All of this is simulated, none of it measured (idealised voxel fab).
The following process module bears the name voxel gate over fins.
Each square cell in cross-section cut measures 5 nm, and the section as a whole is 290 nm wide.
Cross-section = grid of square cells, listed top down in bands; band = one or more rows.
Read a band's entry like this: the first values are the height of its top and the height of its bottom in nm, and what follows is the sequence of materials from left to right, each with its width in nm. Note that "air" is empty space, and that a single material marked "all across" reaches across the band from edge to edge.
Measure heights from 0. That's the level where, below it, the as-received wafer is all one material. The lowest band is bottomless and extends downward; write it as in "0..down".
The notation "30..40" denotes a width that varies across the rows of cells in the band, beginning at the first number in the top row, finishing at the second number in the bottom row, and changing by an identical amount from each row to the next.
Where the words "no modifications" appear for a step, the cross-section shows no cell changed by that step; every cell remained as before.
The label "Enclosed internal voids" introduces a list of the empty spaces, 8 cells or larger, that have no open way up to the top; each entry in it reads width x height at distance, where the distance is taken from the left edge and all three are stated in nm.
If you see something after the settings on a step's line, that's the simulator's own remark about that step.
For masked steps, "overlay nm" on the step line gives how far right of plan the mask actually lay; a minus sign means it lay to the left.

# The steps planned for the process are as follows
| 1 | RECEIVE | material Si |
| 2 | CONFORMAL_DEP | material SiN | thk nm 5 |
| 3 | MASKED_ETCH | tone cover | mask id FINS | width nm 15 | pitch nm 35 | etch materials SiN | depth nm 5 | overlay nm 0 |
| 4 | MASKED_ETCH | tone cover | mask id FINS | width nm 15 | pitch nm 35 | etch materials Si | depth nm 35 | overlay nm 0 |
| 5 | FILL_DEP | material SiO2 | thk nm 10 |
| 6 | CMP | height nm 5 |
| 7 | SELECTIVE_ETCH | etch materials SiO2 | depth nm 20 |
| 8 | STRIP | etch materials SiN |
| 9 | CONFORMAL_DEP | material HfO2 | thk nm 5 |
| 10 | CONFORMAL_DEP | material TiN | thk nm 5 |
| 11 | FILL_DEP | material W | thk nm 10 |
| 12 | CMP | height nm 15 |
| 13 | CONFORMAL_DEP | material SiN | thk nm 5 |

# Incoming wafer in cross-section (state: after step 1)
  0..down = Si all across
  Enclosed internal voids: none

# What the wafer looks like in cross-section after this module, when it starts as shown above and follows the plan above but one mistake is made in running it
  30..15 = SiN all across
  15..10 = W all across
  10..5 = W=90, TiN=105, W=95
  5..0 = W=90, TiN=5, HfO2=25, TiN=10, HfO2=25, TiN=10, HfO2=25, TiN=5, W=95
  0..-5 = W=90, TiN=5, HfO2=5, Si=15, HfO2=5, TiN=10, HfO2=5, Si=15, HfO2=5, TiN=10, HfO2=5, Si=15, HfO2=5, TiN=5, W=95
  -5..-10 = TiN=95, HfO2=5, Si=15, HfO2=5, TiN=10, HfO2=5, Si=15, HfO2=5, TiN=10, HfO2=5, Si=15, HfO2=5, TiN=100
  -10..-15 = HfO2=100, Si=15, HfO2=20, Si=15, HfO2=20, Si=15, HfO2=105
  -15..-35 = SiO2=100, Si=15, SiO2=20, Si=15, SiO2=20, Si=15, SiO2=105
  -35..down = Si all across
  Enclosed internal voids: none
Want to know what went wrong? heads up, step 13 didn't go per plan, it actually ran as CONFORMAL_DEP | material SiN | thk nm 15
